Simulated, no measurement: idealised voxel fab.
A process module follows: voxel spacer lines.
For reference, the cross-section in this document is cut, with width 175 nm and square cells of 5 nm.
If you're reading a cross-section in this doc, picture square cells in a grid; it comes to you as bands, top ones listed first down to the bottom, and a band can be one or more rows of cells.
Top, bottom (nm), then materials left to right with widths (nm); lone material tagged "edge to edge" fills the whole band edge to edge; "blank" = empty space.
Heads up on the height convention: 0 is the point under which the incoming wafer is all one material, and the lowest band has no bottom, it just keeps going down, like "0 down".
A width such as "30..40" changes by the same amount from each row of cells to the next, from the band's top row to its bottom row.
The designation "no change", where it is given for a processing step, indicates that no cell of the cross-section was altered in the course of that step.
"Enclosed void list" - sealed voids, min. 8 cells, no opening to top; format: width x height at distance (distance from left edge; nm throughout).
Whatever follows a step's settings on its line is a remark the simulator itself makes about that step.
The "overlay nm" setting may appear on a step's line; for a step that uses a mask, it gives how far to the right of its planned position the mask lay, and a negative value indicates the left.
These are the steps we planned for the process:
1) RECEIVE with material Si
2) CONFORMAL_DEP with material Al2O3, thk nm 10
3) DIRECTIONAL_DEP with material TiN, thk nm 10
4) DIRECTIONAL_DEP with material aC, thk nm 30
5) PATTERN with tone cover, mask id MANDREL, material resist, width nm 20, pitch nm 60, thk nm 40, overlay nm 0
6) DIRECTIONAL_ETCH with etch materials aC, depth nm 30
7) STRIP with etch materials resist
8) CONFORMAL_DEP with material SiN, thk nm 10
9) DIRECTIONAL_ETCH with etch materials SiN, depth nm 10
10) STRIP with etch materials aC
11) DIRECTIONAL_ETCH with etch materials TiN, depth nm 10
12) STRIP with etch materials SiN
Wafer cross-section on receipt, i.e. after step 1:
* 0 down  Si edge to edge
* Enclosed void list: none
Starting structure and process plan are as shown above, but one mistake was made in running the module; the wafer cross-section at the end of the module follows:
* 20 to 10  25 nm blank / 10 nm TiN / 20 nm blank / 10 nm TiN / 20 nm blank / 10 nm TiN / 20 nm blank / 10 nm TiN / 50 nm blank
* 10 to 0  Al2O3 edge to edge
* 0 down  Si edge to edge
* Enclosed void list: none
Processing error: step 5 deviated from plan and actually ran as PATTERN with tone cover, mask id MANDREL, material resist, width nm 20, pitch nm 60, thk nm 40, overlay nm -10
